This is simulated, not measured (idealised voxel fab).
This is a process module. Its name is voxel gate over fins.
Square cell edge 5 nm, section width 245 nm, ID cut.
Cross-sections here: square-cell grids, written as top-down lists of bands, a band being one or more rows of cells.
Top height, bottom height, nm. Materials left to right, width each, nm. Single material + "everywhere" = fills band edge to edge. "air" = empty.
Convention: height 0 is the level below which the wafer, as received, is all one material. The lowest band does not terminate at the bottom but continues downward, represented as "0 nm and below".
Note: "30->40" means the width goes from the first number (top row of the band) to the second number (bottom row) in equal steps per row of cells.
"no change" -> step changed no cross-section cell.
For the entry "Completely enclosed voids", the listed items are empty spaces with no open way to the top whose size is 8 cells or more; each item follows the pattern width x height at distance, where distance is from the left edge and all three are in nm.
Where a step's line continues beyond its settings, the continuation is a remark by the simulator itself on that step.
What "overlay nm" on a step's line means: if the step has a mask, that mask lay this far to the right of its planned place, or, when the value is negative, to the left.
# Intended process steps
- 1: op RECEIVE | material Si
- 2: op CONFORMAL_DEP | material SiN | thk nm 5
- 3: op MASKED_ETCH | tone cover | mask id FINS | width nm 15 | pitch nm 55 | etch materials SiN | depth nm 5 | overlay nm 0
- 4: op MASKED_ETCH | tone cover | mask id FINS | width nm 15 | pitch nm 55 | etch materials Si | depth nm 30 | overlay nm -15
- 5: op OXIDIZE | depth nm 5
- 6: op FILL_DEP | material SiO2 | thk nm 15
- 7: op CMP | height nm 5
- 8: op PATTERN | tone open | mask id RAIL | material resist | width nm 15 | thk nm 20 | overlay nm 0
- 9: op DIRECTIONAL_ETCH | etch materials SiO2 | depth nm 30
- 10: op STRIP | etch materials resist
- 11: op CONFORMAL_DEP | material TiN | thk nm 5
- 12: op FILL_DEP | material W | thk nm 5
- 13: op CMP | height nm 5
- 14: op SELECTIVE_ETCH | etch materials W Ru TiN | depth nm 25
- 15: op FILL_DEP | material SiO2 | thk nm 5
- 16: op CMP | height nm 5
- 17: op SELECTIVE_ETCH | etch materials SiO2 | depth nm 20
- 18: op STRIP | etch materials SiN
- 19: op CONFORMAL_DEP | material HfO2 | thk nm 5
- 20: op CONFORMAL_DEP | material TiN | thk nm 5
- 21: op FILL_DEP | material W | thk nm 10
- 22: op CMP | height nm 15
- 23: op CONFORMAL_DEP | material SiN | thk nm 5
Be aware that, although all wafers share a common starting state, the overlay nm at step 4 differs among them, and the plan displays the first wafer's value.
# After step 1, as received: first of several wafers, cross-section
0 nm and below | Si everywhere
Completely enclosed voids: none
# each wafer at the end: cells of each material gained (+) or lost (-) since it was received, then its closed voids
overlay nm -15, +73 HfO2, -243 Si, +49 SiN, +129 SiO2, +76 TiN, +112 W, Completely enclosed voids: none
overlay nm -10, +73 HfO2, -267 Si, +49 SiN, +145 SiO2, +76 TiN, +120 W, Completely enclosed voids: none
overlay nm -5, +73 HfO2, -291 Si, +49 SiN, +161 SiO2, +76 TiN, +128 W, Completely enclosed voids: none
overlay nm 0, +73 HfO2, -315 Si, +49 SiN, +177 SiO2, +76 TiN, +136 W, Completely enclosed voids: none
overlay nm 5, +73 HfO2, -291 Si, +49 SiN, +161 SiO2, +76 TiN, +128 W, Completely enclosed voids: none
overlay nm 10, +73 HfO2, -267 Si, +49 SiN, +145 SiO2, +76 TiN, +120 W, Completely enclosed voids: none
overlay nm 15, +73 HfO2, -243 Si, +49 SiN, +129 SiO2, +76 TiN, +112 W, Completely enclosed voids: none
